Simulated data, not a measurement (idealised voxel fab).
This is a process module. Its name is voxel transistor to metal.
Cross-section cut: width 265 nm, square cells of 5 nm.
Heads up, the way a cross-section reads in here is a grid of square cells, handed over as bands from the top down, with every band being one or more rows of cells. Heads up on the band format: heights come first, top then bottom, in nm. After that it's the materials left to right, each with its width in nm. A single material flagged "full width" fills the whole band edge to edge, and "blank" means there's empty space there. Ref level 0: as-received wafer is one material below here. Bottom band extends down with no lower bound ("top 0, no bottom"). The width entry "30 to 40" should be interpreted row by row: the top row of cells in the band takes the first number, the bottom row takes the second number, and the change between adjacent rows is uniform throughout. A step reported as "no alteration" is a step in which no cell of the cross-section changed. Empty spaces without an open route to the top, at least 8 cells in extent, make up the entry "Closed void table"; each is given as width x height at distance, where the distance is measured from the left edge, and all are in nm. Whatever follows a step's settings on its line is a remark the simulator itself makes about that step. overlay nm: how far to the right of its planned place the mask lay on this masked step (negative: to the left). So the way this works: pairs, before and after one process step. The after picture only goes down to the lowest band that actually changed, nothing below. Step and its settings are under each pair. And watch out, pairs might come from different runs of this module, same starting wafer though, so a pair only follows on from the one above if its "Pre-process cross-section" entry tells you so.

Pre-process cross-section
> top 120, bottom 115  35 of TiN / 5 of blank / 115 of TiN / 5 of blank / 105 of TiN
> top 115, bottom 85  30 of SiO2 / 5 of TiN / 5 of blank / 5 of TiN / 105 of SiO2 / 5 of TiN / 5 of blank / 5 of TiN / 100 of SiO2
> top 85, bottom 80  30 of SiCN / 15 of TiN / 105 of SiCN / 15 of TiN / 100 of SiCN
> top 80, bottom 60  30 of lowk / 5 of TiN / 5 of W / 5 of TiN / 55 of lowk / 5 of TiN / 5 of W / 5 of TiN / 35 of lowk / 5 of TiN / 5 of W / 5 of TiN / 55 of lowk / 5 of TiN / 5 of W / 5 of TiN / 30 of lowk
> top 60, bottom 55  30 of SiN / 15 of TiN / 55 of SiN / 15 of TiN / 35 of SiN / 15 of TiN / 55 of SiN / 15 of TiN / 30 of SiN
> top 55, bottom 45  30 of SiO2 / 5 of TiN / 15 of W / 5 of TiN / 35 of SiO2 / 5 of TiN / 15 of W / 5 of TiN / 35 of SiO2 / 5 of TiN / 15 of W / 5 of TiN / 35 of SiO2 / 5 of TiN / 15 of W / 5 of TiN / 30 of SiO2
> top 45, bottom 40  30 of SiO2 / 5 of TiN / 10 of W / 10 of TiN / 35 of SiO2 / 10 of TiN / 10 of W / 5 of TiN / 35 of SiO2 / 5 of TiN / 10 of W / 10 of TiN / 35 of SiO2 / 10 of TiN / 10 of W / 5 of TiN / 30 of SiO2
> top 40, bottom 25  30 of SiO2 / 5 of TiN / 10 of W / 5 of TiN / 10 of SiN / 25 of SiCN / 10 of SiN / 5 of TiN / 10 of W / 5 of TiN / 35 of SiO2 / 5 of TiN / 10 of W / 5 of TiN / 10 of SiN / 25 of SiCN / 10 of SiN / 5 of TiN / 10 of W / 5 of TiN / 30 of SiO2
> top 25, bottom 10  30 of SiO2 / 5 of TiN / 10 of W / 5 of TiN / 10 of SiN / 25 of polySi / 10 of SiN / 5 of TiN / 10 of W / 5 of TiN / 35 of SiO2 / 5 of TiN / 10 of W / 5 of TiN / 10 of SiN / 25 of polySi / 10 of SiN / 5 of TiN / 10 of W / 5 of TiN / 30 of SiO2
> top 10, bottom 5  30 of SiO2 / 20 of TiN / 10 of SiN / 25 of polySi / 10 of SiN / 20 of TiN / 35 of SiO2 / 20 of TiN / 10 of SiN / 25 of polySi / 10 of SiN / 20 of TiN / 30 of SiO2
> top 5, bottom -5  30 of SiO2 / 5 of TiN / 15 of pSi / 10 of SiN / 25 of polySi / 10 of SiN / 15 of pSi / 5 of TiN / 35 of SiO2 / 5 of TiN / 15 of pSi / 10 of SiN / 25 of polySi / 10 of SiN / 15 of pSi / 5 of TiN / 30 of SiO2
> top -5, bottom -10  20 of SiO2 / 30 of pSi / 45 of SiO2 / 30 of pSi / 15 of SiO2 / 30 of pSi / 45 of SiO2 / 30 of pSi / 20 of SiO2
> top -10, bottom -20  25 of SiO2 / 25 of pSi / 45 of Si / 25 of pSi / 25 of SiO2 / 25 of pSi / 45 of Si / 25 of pSi / 25 of SiO2
> top -20, bottom -30  25 of SiO2 / 95 of Si / 25 of SiO2 / 95 of Si / 25 of SiO2
> top -30, no bottom  Si full width
> Closed void table: none

Resultant Cross-Section
> top 130, bottom 120  Cu full width
> top 120, bottom 115  35 of TiN / 5 of Cu / 115 of TiN / 5 of Cu / 105 of TiN
> top 115, bottom 85  30 of SiO2 / 5 of TiN / 5 of Cu / 5 of TiN / 105 of SiO2 / 5 of TiN / 5 of Cu / 5 of TiN / 100 of SiO2
> Lower than 85, everything is as it was.
> Closed void table: none
So what happens between those two cross-sections up there? FILL_DEP with material Cu, thk nm 10

Pre-process cross-section: refer to the pair immediately above; the cross-section shown after its step is the state before this one.

Resultant Cross-Section
> top 115, bottom 85  30 of SiO2 / 5 of TiN / 5 of Cu / 5 of TiN / 105 of SiO2 / 5 of TiN / 5 of Cu / 5 of TiN / 100 of SiO2
> Lower than 85, everything is as it was.
> Closed void table: none
So what happens between those two cross-sections up there? CMP with height nm 115

Pre-process cross-section: refer to the pair immediately above; the cross-section shown after its step is the state before this one.

Resultant Cross-Section
> top 120, bottom 115  SiN full width
> Lower than 115, everything is as it was.
> Closed void table: none
So what happens between those two cross-sections up there? CONFORMAL_DEP with material SiN, thk nm 5

Pre-process cross-section
> top 95, bottom 85  W full width
> top 85, bottom 80  35 of TiN / 5 of W / 65 of TiN / 5 of W / 45 of TiN / 5 of W / 65 of TiN / 5 of W / 35 of TiN
> top 80, bottom 60  30 of lowk / 5 of TiN / 5 of W / 5 of TiN / 55 of lowk / 5 of TiN / 5 of W / 5 of TiN / 35 of lowk / 5 of TiN / 5 of W / 5 of TiN / 55 of lowk / 5 of TiN / 5 of W / 5 of TiN / 30 of lowk
> top 60, bottom 55  30 of SiN / 15 of TiN / 55 of SiN / 15 of TiN / 35 of SiN / 15 of TiN / 55 of SiN / 15 of TiN / 30 of SiN
> top 55, bottom 45  30 of SiO2 / 5 of TiN / 15 of W / 5 of TiN / 35 of SiO2 / 5 of TiN / 15 of W / 5 of TiN / 35 of SiO2 / 5 of TiN / 15 of W / 5 of TiN / 35 of SiO2 / 5 of TiN / 15 of W / 5 of TiN / 30 of SiO2
> top 45, bottom 40  30 of SiO2 / 5 of TiN / 10 of W / 10 of TiN / 35 of SiO2 / 10 of TiN / 10 of W / 5 of TiN / 35 of SiO2 / 5 of TiN / 10 of W / 10 of TiN / 35 of SiO2 / 10 of TiN / 10 of W / 5 of TiN / 30 of SiO2
> top 40, bottom 25  30 of SiO2 / 5 of TiN / 10 of W / 5 of TiN / 10 of SiN / 25 of SiCN / 10 of SiN / 5 of TiN / 10 of W / 5 of TiN / 35 of SiO2 / 5 of TiN / 10 of W / 5 of TiN / 10 of SiN / 25 of SiCN / 10 of SiN / 5 of TiN / 10 of W / 5 of TiN / 30 of SiO2
> top 25, bottom 10  30 of SiO2 / 5 of TiN / 10 of W / 5 of TiN / 10 of SiN / 25 of polySi / 10 of SiN / 5 of TiN / 10 of W / 5 of TiN / 35 of SiO2 / 5 of TiN / 10 of W / 5 of TiN / 10 of SiN / 25 of polySi / 10 of SiN / 5 of TiN / 10 of W / 5 of TiN / 30 of SiO2
> top 10, bottom 5  30 of SiO2 / 20 of TiN / 10 of SiN / 25 of polySi / 10 of SiN / 20 of TiN / 35 of SiO2 / 20 of TiN / 10 of SiN / 25 of polySi / 10 of SiN / 20 of TiN / 30 of SiO2
> top 5, bottom -5  30 of SiO2 / 5 of TiN / 15 of pSi / 10 of SiN / 25 of polySi / 10 of SiN / 15 of pSi / 5 of TiN / 35 of SiO2 / 5 of TiN / 15 of pSi / 10 of SiN / 25 of polySi / 10 of SiN / 15 of pSi / 5 of TiN / 30 of SiO2
> top -5, bottom -10  20 of SiO2 / 30 of pSi / 45 of SiO2 / 30 of pSi / 15 of SiO2 / 30 of pSi / 45 of SiO2 / 30 of pSi / 20 of SiO2
> top -10, bottom -20  25 of SiO2 / 25 of pSi / 45 of Si / 25 of pSi / 25 of SiO2 / 25 of pSi / 45 of Si / 25 of pSi / 25 of SiO2
> top -20, bottom -30  25 of SiO2 / 95 of Si / 25 of SiO2 / 95 of Si / 25 of SiO2
> top -30, no bottom  Si full width
> Closed void table: none

Resultant Cross-Section
> top 100, bottom 95  SiCN full width
> Lower than 95, everything is as it was.
> Closed void table: none
So what happens between those two cross-sections up there? CONFORMAL_DEP with material SiCN, thk nm 5

Pre-process cross-section: refer to the pair immediately above; the cross-section shown after its step is the state before this one.

Resultant Cross-Section
> top 130, bottom 100  SiO2 full width
> Lower than 100, everything is as it was.
> Closed void table: none
So what happens between those two cross-sections up there? DIRECTIONAL_DEP with material SiO2, thk nm 30

Pre-process cross-section: refer to the pair immediately above; the cross-section shown after its step is the state before this one.

Resultant Cross-Section
> top 130, bottom 110  30 of SiO2 / 15 of blank / 105 of SiO2 / 15 of blank / 100 of SiO2
> Lower than 110, everything is as it was.
> Closed void table: none
So what happens between those two cross-sections up there? MASKED_ETCH with tone open, mask id METAL_2, width nm 15, pitch nm 120, etch materials SiO2, depth nm 20, overlay nm 0

Pre-process cross-section: refer to the pair immediately above; the cross-section shown after its step is the state before this one.

Resultant Cross-Section
> top 140, bottom 130  30 of aC / 15 of blank / 105 of aC / 15 of blank / 100 of aC
> top 130, bottom 120  30 of SiO2 / 15 of blank / 105 of SiO2 / 15 of blank / 100 of SiO2
> top 120, bottom 110  30 of SiO2 / 15 of aC / 105 of SiO2 / 15 of aC / 100 of SiO2
> Lower than 110, everything is as it was.
> Closed void table: none
So what happens between those two cross-sections up there? DIRECTIONAL_DEP with material aC, thk nm 10

Pre-process cross-section: refer to the pair immediately above; the cross-section shown after its step is the state before this one.

Resultant Cross-Section
> top 170, bottom 140  30 of resist / 15 of blank / 105 of resist / 15 of blank / 100 of resist
> Lower than 140, everything is as it was.
> Closed void table: none
So what happens between those two cross-sections up there? PATTERN with tone open, mask id METAL_2_HOLES, material resist, width nm 15, pitch nm 120, thk nm 30, overlay nm 0

Pre-process cross-section: refer to the pair immediately above; the cross-section shown after its step is the state before this one.

Resultant Cross-Section
> top 160, bottom 140  30 of resist / 15 of blank / 105 of resist / 15 of blank / 100 of resist
> top 140, bottom 130  30 of aC / 15 of blank / 105 of aC / 15 of blank / 100 of aC
> top 130, bottom 110  30 of SiO2 / 15 of blank / 105 of SiO2 / 15 of blank / 100 of SiO2
> Lower than 110, everything is as it was.
> Closed void table: none
So what happens between those two cross-sections up there? DIRECTIONAL_ETCH with etch materials aC, depth nm 10

Pre-process cross-section: refer to the pair immediately above; the cross-section shown after its step is the state before this one.

Resultant Cross-Section
> top 140, bottom 130  30 of aC / 15 of blank / 105 of aC / 15 of blank / 100 of aC
> Lower than 130, everything is as it was.
> Closed void table: none
So what happens between those two cross-sections up there? STRIP with etch materials resist

Pre-process cross-section: refer to the pair immediately above; the cross-section shown after its step is the state before this one.

Resultant Cross-Section
> top 140, bottom 130  30 of aC / 15 of blank / 105 of aC / 15 of blank / 100 of aC
> top 130, bottom 100  30 of SiO2 / 15 of blank / 105 of SiO2 / 15 of blank / 100 of SiO2
> Lower than 100, everything is as it was.
> Closed void table: none
So what happens between those two cross-sections up there? DIRECTIONAL_ETCH with etch materials SiO2, depth nm 10

Pre-process cross-section: refer to the pair immediately above; the cross-section shown after its step is the state before this one.

Resultant Cross-Section
> top 140, bottom 130  30 of aC / 15 of blank / 105 of aC / 15 of blank / 100 of aC
> top 130, bottom 100  30 of SiO2 / 15 of blank / 105 of SiO2 / 15 of blank / 100 of SiO2
> top 100, bottom 95  30 of SiCN / 15 of blank / 105 of SiCN / 15 of blank / 100 of SiCN
> Lower than 95, everything is as it was.
> Closed void table: none
So what happens between those two cross-sections up there? DIRECTIONAL_ETCH with etch materials SiCN, depth nm 5

Pre-process cross-section: refer to the pair immediately above; the cross-section shown after its step is the state before this one.

Resultant Cross-Section
> top 130, bottom 100  30 of SiO2 / 15 of blank / 105 of SiO2 / 15 of blank / 100 of SiO2
> Lower than 100, everything is as it was.
> Closed void table: none
So what happens between those two cross-sections up there? STRIP with etch materials aC

Pre-process cross-section: refer to the pair immediately above; the cross-section shown after its step is the state before this one.

Resultant Cross-Section
> top 135, bottom 130  35 of TiN / 5 of blank / 115 of TiN / 5 of blank / 105 of TiN
> top 130, bottom 100  30 of SiO2 / 5 of TiN / 5 of blank / 5 of TiN / 105 of SiO2 / 5 of TiN / 5 of blank / 5 of TiN / 100 of SiO2
> top 100, bottom 95  30 of SiCN / 15 of TiN / 105 of SiCN / 15 of TiN / 100 of SiCN
> Lower than 95, everything is as it was.
> Closed void table: none
So what happens between those two cross-sections up there? CONFORMAL_DEP with material TiN, thk nm 5

Pre-process cross-section: refer to the pair immediately above; the cross-section shown after its step is the state before this one.

Resultant Cross-Section
> top 145, bottom 135  Cu full width
> top 135, bottom 130  35 of TiN / 5 of Cu / 115 of TiN / 5 of Cu / 105 of TiN
> top 130, bottom 100  30 of SiO2 / 5 of TiN / 5 of Cu / 5 of TiN / 105 of SiO2 / 5 of TiN / 5 of Cu / 5 of TiN / 100 of SiO2
> Lower than 100, everything is as it was.
> Closed void table: none
So what happens between those two cross-sections up there? FILL_DEP with material Cu, thk nm 10

Pre-process cross-section: refer to the pair immediately above; the cross-section shown after its step is the state before this one.

Resultant Cross-Section
> top 115, bottom 100  30 of SiO2 / 5 of TiN / 5 of Cu / 5 of TiN / 105 of SiO2 / 5 of TiN / 5 of Cu / 5 of TiN / 100 of SiO2
> Lower than 100, everything is as it was.
> Closed void table: none
So what happens between those two cross-sections up there? CMP with height nm 115

Pre-process cross-section: refer to the pair immediately above; the cross-section shown after its step is the state before this one.

Resultant Cross-Section
> top 120, bottom 115  SiN full width
> Lower than 115, everything is as it was.
> Closed void table: none
So what happens between those two cross-sections up there? CONFORMAL_DEP with material SiN, thk nm 5

Pre-process cross-section
> top 55, bottom 40  SiO2 full width
> top 40, bottom 25  50 of SiO2 / 10 of SiN / 25 of SiCN / 10 of SiN / 75 of SiO2 / 10 of SiN / 25 of SiCN / 10 of SiN / 50 of SiO2
> top 25, bottom 5  50 of SiO2 / 10 of SiN / 25 of polySi / 10 of SiN / 75 of SiO2 / 10 of SiN / 25 of polySi / 10 of SiN / 50 of SiO2
> top 5, bottom -5  35 of SiO2 / 15 of pSi / 10 of SiN / 25 of polySi / 10 of SiN / 15 of pSi / 45 of SiO2 / 15 of pSi / 10 of SiN / 25 of polySi / 10 of SiN / 15 of pSi / 35 of SiO2
> top -5, bottom -10  20 of SiO2 / 30 of pSi / 45 of SiO2 / 30 of pSi / 15 of SiO2 / 30 of pSi / 45 of SiO2 / 30 of pSi / 20 of SiO2
> top -10, bottom -20  25 of SiO2 / 25 of pSi / 45 of Si / 25 of pSi / 25 of SiO2 / 25 of pSi / 45 of Si / 25 of pSi / 25 of SiO2
> top -20, bottom -30  25 of SiO2 / 95 of Si / 25 of SiO2 / 95 of Si / 25 of SiO2
> top -30, no bottom  Si full width
> Closed void table: none

Resultant Cross-Section
> top 70, bottom 40  SiO2 full width
> Lower than 40, everything is as it was.
> Closed void table: none
So what happens between those two cross-sections up there? DIRECTIONAL_DEP with material SiO2, thk nm 15

Pre-process cross-section: refer to the pair immediately above; the cross-section shown after its step is the state before this one.

Resultant Cross-Section
> top 85, bottom 70  30 of resist / 25 of blank / 35 of resist / 25 of blank / 35 of resist / 25 of blank / 35 of resist / 25 of blank / 30 of resist
> Lower than 70, everything is as it was.
> Closed void table: none
So what happens between those two cross-sections up there? PATTERN with tone open, mask id CONTACT, material resist, width nm 25, pitch nm 60, thk nm 15, overlay nm 0

Pre-process cross-section: refer to the pair immediately above; the cross-section shown after its step is the state before this one.

Resultant Cross-Section
> top 85, bottom 70  30 of resist / 25 of blank / 35 of resist / 25 of blank / 35 of resist / 25 of blank / 35 of resist / 25 of blank / 30 of resist
> top 70, bottom 40  30 of SiO2 / 25 of blank / 35 of SiO2 / 25 of blank / 35 of SiO2 / 25 of blank / 35 of SiO2 / 25 of blank / 30 of SiO2
> top 40, bottom 25  30 of SiO2 / 20 of blank / 10 of SiN / 25 of SiCN / 10 of SiN / 20 of blank / 35 of SiO2 / 20 of blank / 10 of SiN / 25 of SiCN / 10 of SiN / 20 of blank / 30 of SiO2
> top 25, bottom 10  30 of SiO2 / 20 of blank / 10 of SiN / 25 of polySi / 10 of SiN / 20 of blank / 35 of SiO2 / 20 of blank / 10 of SiN / 25 of polySi / 10 of SiN / 20 of blank / 30 of SiO2
> Lower than 10, everything is as it was.
> Closed void table: none
So what happens between those two cross-sections up there? DIRECTIONAL_ETCH with etch materials SiO2, depth nm 60

Pre-process cross-section: refer to the pair immediately above; the cross-section shown after its step is the state before this one.

Resultant Cross-Section
> top 70, bottom 40  30 of SiO2 / 25 of blank / 35 of SiO2 / 25 of blank / 35 of SiO2 / 25 of blank / 35 of SiO2 / 25 of blank / 30 of SiO2
> Lower than 40, everything is as it was.
> Closed void table: none
So what happens between those two cross-sections up there? STRIP with etch materials resist

Pre-process cross-section: refer to the pair immediately above; the cross-section shown after its step is the state before this one.

Resultant Cross-Section
> top 75, bottom 70  35 of TiN / 15 of blank / 45 of TiN / 15 of blank / 45 of TiN / 15 of blank / 45 of TiN / 15 of blank / 35 of TiN
> top 70, bottom 45  30 of SiO2 / 5 of TiN / 15 of blank / 5 of TiN / 35 of SiO2 / 5 of TiN / 15 of blank / 5 of TiN / 35 of SiO2 / 5 of TiN / 15 of blank / 5 of TiN / 35 of SiO2 / 5 of TiN / 15 of blank / 5 of TiN / 30 of SiO2
> top 45, bottom 40  30 of SiO2 / 5 of TiN / 10 of blank / 10 of TiN / 35 of SiO2 / 10 of TiN / 10 of blank / 5 of TiN / 35 of SiO2 / 5 of TiN / 10 of blank / 10 of TiN / 35 of SiO2 / 10 of TiN / 10 of blank / 5 of TiN / 30 of SiO2
> top 40, bottom 25  30 of SiO2 / 5 of TiN / 10 of blank / 5 of TiN / 10 of SiN / 25 of SiCN / 10 of SiN / 5 of TiN / 10 of blank / 5 of TiN / 35 of SiO2 / 5 of TiN / 10 of blank / 5 of TiN / 10 of SiN / 25 of SiCN / 10 of SiN / 5 of TiN / 10 of blank / 5 of TiN / 30 of SiO2
> top 25, bottom 15  30 of SiO2 / 5 of TiN / 10 of blank / 5 of TiN / 10 of SiN / 25 of polySi / 10 of SiN / 5 of TiN / 10 of blank / 5 of TiN / 35 of SiO2 / 5 of TiN / 10 of blank / 5 of TiN / 10 of SiN / 25 of polySi / 10 of SiN / 5 of TiN / 10 of blank / 5 of TiN / 30 of SiO2
> top 15, bottom 10  30 of SiO2 / 20 of TiN / 10 of SiN / 25 of polySi / 10 of SiN / 20 of TiN / 35 of SiO2 / 20 of TiN / 10 of SiN / 25 of polySi / 10 of SiN / 20 of TiN / 30 of SiO2
> Lower than 10, everything is as it was.
> Closed void table: none
So what happens between those two cross-sections up there? CONFORMAL_DEP with material TiN, thk nm 5

Pre-process cross-section: refer to the pair immediately above; the cross-section shown after its step is the state before this one.

Resultant Cross-Section
> top 80, bottom 75  W full width
> top 75, bottom 70  35 of TiN / 15 of W / 45 of TiN / 15 of W / 45 of TiN / 15 of W / 45 of TiN / 15 of W / 35 of TiN
> top 70, bottom 45  30 of SiO2 / 5 of TiN / 15 of W / 5 of TiN / 35 of SiO2 / 5 of TiN / 15 of W / 5 of TiN / 35 of SiO2 / 5 of TiN / 15 of W / 5 of TiN / 35 of SiO2 / 5 of TiN / 15 of W / 5 of TiN / 30 of SiO2
> top 45, bottom 40  30 of SiO2 / 5 of TiN / 10 of W / 10 of TiN / 35 of SiO2 / 10 of TiN / 10 of W / 5 of TiN / 35 of SiO2 / 5 of TiN / 10 of W / 10 of TiN / 35 of SiO2 / 10 of TiN / 10 of W / 5 of TiN / 30 of SiO2
> top 40, bottom 25  30 of SiO2 / 5 of TiN / 10 of W / 5 of TiN / 10 of SiN / 25 of SiCN / 10 of SiN / 5 of TiN / 10 of W / 5 of TiN / 35 of SiO2 / 5 of TiN / 10 of W / 5 of TiN / 10 of SiN / 25 of SiCN / 10 of SiN / 5 of TiN / 10 of W / 5 of TiN / 30 of SiO2
> top 25, bottom 15  30 of SiO2 / 5 of TiN / 10 of W / 5 of TiN / 10 of SiN / 25 of polySi / 10 of SiN / 5 of TiN / 10 of W / 5 of TiN / 35 of SiO2 / 5 of TiN / 10 of W / 5 of TiN / 10 of SiN / 25 of polySi / 10 of SiN / 5 of TiN / 10 of W / 5 of TiN / 30 of SiO2
> Lower than 15, everything is as it was.
> Closed void table: none
So what happens between those two cross-sections up there? FILL_DEP with material W, thk nm 5

Pre-process cross-section: refer to the pair immediately above; the cross-section shown after its step is the state before this one.

Resultant Cross-Section
> top 55, bottom 45  30 of SiO2 / 5 of TiN / 15 of W / 5 of TiN / 35 of SiO2 / 5 of TiN / 15 of W / 5 of TiN / 35 of SiO2 / 5 of TiN / 15 of W / 5 of TiN / 35 of SiO2 / 5 of TiN / 15 of W / 5 of TiN / 30 of SiO2
> Lower than 45, everything is as it was.
> Closed void table: none
So what happens between those two cross-sections up there? CMP with height nm 55

Pre-process cross-section: refer to the pair immediately above; the cross-section shown after its step is the state before this one.

Resultant Cross-Section
> top 60, bottom 55  SiN full width
> Lower than 55, everything is as it was.
> Closed void table: none
So what happens between those two cross-sections up there? CONFORMAL_DEP with material SiN, thk nm 5

Pre-process cross-section: refer to the pair immediately above; the cross-section shown after its step is the state before this one.

Resultant Cross-Section
> top 80, bottom 60  lowk full width
> Lower than 60, everything is as it was.
> Closed void table: none
So what happens between those two cross-sections up there? DIRECTIONAL_DEP with material lowk, thk nm 20

Pre-process cross-section: refer to the pair immediately above; the cross-section shown after its step is the state before this one.

Resultant Cross-Section
> top 100, bottom 80  30 of resist / 15 of blank / 55 of resist / 15 of blank / 35 of resist / 15 of blank / 55 of resist / 15 of blank / 30 of resist
> Lower than 80, everything is as it was.
> Closed void table: none
So what happens between those two cross-sections up there? PATTERN with tone open, mask id METAL_1, material resist, width nm 15, thk nm 20, overlay nm 0

Pre-process cross-section: refer to the pair immediately above; the cross-section shown after its step is the state before this one.

Resultant Cross-Section
> top 100, bottom 80  30 of resist / 15 of blank / 55 of resist / 15 of blank / 35 of resist / 15 of blank / 55 of resist / 15 of blank / 30 of resist
> top 80, bottom 60  30 of lowk / 15 of blank / 55 of lowk / 15 of blank / 35 of lowk / 15 of blank / 55 of lowk / 15 of blank / 30 of lowk
> Lower than 60, everything is as it was.
> Closed void table: none
So what happens between those two cross-sections up there? DIRECTIONAL_ETCH with etch materials lowk, depth nm 20

Pre-process cross-section: refer to the pair immediately above; the cross-section shown after its step is the state before this one.

Resultant Cross-Section
> top 100, bottom 80  30 of resist / 15 of blank / 55 of resist / 15 of blank / 35 of resist / 15 of blank / 55 of resist / 15 of blank / 30 of resist
> top 80, bottom 60  30 of lowk / 15 of blank / 55 of lowk / 15 of blank / 35 of lowk / 15 of blank / 55 of lowk / 15 of blank / 30 of lowk
> top 60, bottom 55  30 of SiN / 15 of blank / 55 of SiN / 15 of blank / 35 of SiN / 15 of blank / 55 of SiN / 15 of blank / 30 of SiN
> Lower than 55, everything is as it was.
> Closed void table: none
So what happens between those two cross-sections up there? DIRECTIONAL_ETCH with etch materials SiN, depth nm 5

Pre-process cross-section: refer to the pair immediately above; the cross-section shown after its step is the state before this one.

Resultant Cross-Section
> top 80, bottom 60  30 of lowk / 15 of blank / 55 of lowk / 15 of blank / 35 of lowk / 15 of blank / 55 of lowk / 15 of blank / 30 of lowk
> Lower than 60, everything is as it was.
> Closed void table: none
So what happens between those two cross-sections up there? STRIP with etch materials resist

Pre-process cross-section: refer to the pair immediately above; the cross-section shown after its step is the state before this one.

Resultant Cross-Section
> top 85, bottom 80  35 of TiN / 5 of blank / 65 of TiN / 5 of blank / 45 of TiN / 5 of blank / 65 of TiN / 5 of blank / 35 of TiN
> top 80, bottom 60  30 of lowk / 5 of TiN / 5 of blank / 5 of TiN / 55 of lowk / 5 of TiN / 5 of blank / 5 of TiN / 35 of lowk / 5 of TiN / 5 of blank / 5 of TiN / 55 of lowk / 5 of TiN / 5 of blank / 5 of TiN / 30 of lowk
> top 60, bottom 55  30 of SiN / 15 of TiN / 55 of SiN / 15 of TiN / 35 of SiN / 15 of TiN / 55 of SiN / 15 of TiN / 30 of SiN
> Lower than 55, everything is as it was.
> Closed void table: none
So what happens between those two cross-sections up there? CONFORMAL_DEP with material TiN, thk nm 5

Pre-process cross-section: refer to the pair immediately above; the cross-section shown after its step is the state before this one.

Resultant Cross-Section
> top 95, bottom 85  W full width
> top 85, bottom 80  35 of TiN / 5 of W / 65 of TiN / 5 of W / 45 of TiN / 5 of W / 65 of TiN / 5 of W / 35 of TiN
> top 80, bottom 60  30 of lowk / 5 of TiN / 5 of W / 5 of TiN / 55 of lowk / 5 of TiN / 5 of W / 5 of TiN / 35 of lowk / 5 of TiN / 5 of W / 5 of TiN / 55 of lowk / 5 of TiN / 5 of W / 5 of TiN / 30 of lowk
> Lower than 60, everything is as it was.
> Closed void table: none
So what happens between those two cross-sections up there? FILL_DEP with material W, thk nm 10

Pre-process cross-section: refer to the pair immediately above; the cross-section shown after its step is the state before this one.

Resultant Cross-Section
> top 80, bottom 60  30 of lowk / 5 of TiN / 5 of W / 5 of TiN / 55 of lowk / 5 of TiN / 5 of W / 5 of TiN / 35 of lowk / 5 of TiN / 5 of W / 5 of TiN / 55 of lowk / 5 of TiN / 5 of W / 5 of TiN / 30 of lowk
> Lower than 60, everything is as it was.
> Closed void table: none
So what happens between those two cross-sections up there? CMP with height nm 80

Pre-process cross-section: refer to the pair immediately above; the cross-section shown after its step is the state before this one.

Resultant Cross-Section
> top 85, bottom 80  SiCN full width
> Lower than 80, everything is as it was.
> Closed void table: none
So what happens between those two cross-sections up there? CONFORMAL_DEP with material SiCN, thk nm 5

Pre-process cross-section: refer to the pair immediately above; the cross-section shown after its step is the state before this one.

Resultant Cross-Section
> top 115, bottom 85  SiO2 full width
> Lower than 85, everything is as it was.
> Closed void table: none
So what happens between those two cross-sections up there? DIRECTIONAL_DEP with material SiO2, thk nm 30

Pre-process cross-section: refer to the pair immediately above; the cross-section shown after its step is the state before this one.

Resultant Cross-Section
> top 115, bottom 95  30 of SiO2 / 15 of blank / 105 of SiO2 / 15 of blank / 100 of SiO2
> Lower than 95, everything is as it was.
> Closed void table: none
So what happens between those two cross-sections up there? MASKED_ETCH with tone open, mask id METAL_2, width nm 15, pitch nm 120, etch materials SiO2, depth nm 20, overlay nm 0

Pre-process cross-section: refer to the pair immediately above; the cross-section shown after its step is the state before this one.

Resultant Cross-Section
> top 125, bottom 115  30 of aC / 15 of blank / 105 of aC / 15 of blank / 100 of aC
> top 115, bottom 105  30 of SiO2 / 15 of blank / 105 of SiO2 / 15 of blank / 100 of SiO2
> top 105, bottom 95  30 of SiO2 / 15 of aC / 105 of SiO2 / 15 of aC / 100 of SiO2
> Lower than 95, everything is as it was.
> Closed void table: none
So what happens between those two cross-sections up there? DIRECTIONAL_DEP with material aC, thk nm 10

Pre-process cross-section: refer to the pair immediately above; the cross-section shown after its step is the state before this one.

Resultant Cross-Section
> top 155, bottom 125  30 of resist / 15 of blank / 105 of resist / 15 of blank / 100 of resist
> Lower than 125, everything is as it was.
> Closed void table: none
So what happens between those two cross-sections up there? PATTERN with tone open, mask id METAL_2_HOLES, material resist, width nm 15, pitch nm 120, thk nm 30, overlay nm 0

Pre-process cross-section: refer to the pair immediately above; the cross-section shown after its step is the state before this one.

Resultant Cross-Section
> top 145, bottom 125  30 of resist / 15 of blank / 105 of resist / 15 of blank / 100 of resist
> top 125, bottom 115  30 of aC / 15 of blank / 105 of aC / 15 of blank / 100 of aC
> top 115, bottom 95  30 of SiO2 / 15 of blank / 105 of SiO2 / 15 of blank / 100 of SiO2
> Lower than 95, everything is as it was.
> Closed void table: none
So what happens between those two cross-sections up there? DIRECTIONAL_ETCH with etch materials aC, depth nm 10

Pre-process cross-section: refer to the pair immediately above; the cross-section shown after its step is the state before this one.

Resultant Cross-Section
> top 125, bottom 115  30 of aC / 15 of blank / 105 of aC / 15 of blank / 100 of aC
> Lower than 115, everything is as it was.
> Closed void table: none
So what happens between those two cross-sections up there? STRIP with etch materials resist

Pre-process cross-section: refer to the pair immediately above; the cross-section shown after its step is the state before this one.

Resultant Cross-Section
> top 125, bottom 115  30 of aC / 15 of blank / 105 of aC / 15 of blank / 100 of aC
> top 115, bottom 85  30 of SiO2 / 15 of blank / 105 of SiO2 / 15 of blank / 100 of SiO2
> Lower than 85, everything is as it was.
> Closed void table: none
So what happens between those two cross-sections up there? DIRECTIONAL_ETCH with etch materials SiO2, depth nm 10

Pre-process cross-section: refer to the pair immediately above; the cross-section shown after its step is the state before this one.

Resultant Cross-Section
> top 125, bottom 115  30 of aC / 15 of blank / 105 of aC / 15 of blank / 100 of aC
> top 115, bottom 85  30 of SiO2 / 15 of blank / 105 of SiO2 / 15 of blank / 100 of SiO2
> top 85, bottom 80  30 of SiCN / 15 of blank / 105 of SiCN / 15 of blank / 100 of SiCN
> Lower than 80, everything is as it was.
> Closed void table: none
So what happens between those two cross-sections up there? DIRECTIONAL_ETCH with etch materials SiCN, depth nm 5

Pre-process cross-section: refer to the pair immediately above; the cross-section shown after its step is the state before this one.

Resultant Cross-Section
> top 115, bottom 85  30 of SiO2 / 15 of blank / 105 of SiO2 / 15 of blank / 100 of SiO2
> Lower than 85, everything is as it was.
> Closed void table: none
So what happens between those two cross-sections up there? STRIP with etch materials aC

Pre-process cross-section: refer to the pair immediately above; the cross-section shown after its step is the state before this one.

Resultant Cross-Section
> top 120, bottom 115  35 of TiN / 5 of blank / 115 of TiN / 5 of blank / 105 of TiN
> top 115, bottom 85  30 of SiO2 / 5 of TiN / 5 of blank / 5 of TiN / 105 of SiO2 / 5 of TiN / 5 of blank / 5 of TiN / 100 of SiO2
> top 85, bottom 80  30 of SiCN / 15 of TiN / 105 of SiCN / 15 of TiN / 100 of SiCN
> Lower than 80, everything is as it was.
> Closed void table: none
So what happens between those two cross-sections up there? CONFORMAL_DEP with material TiN, thk nm 5
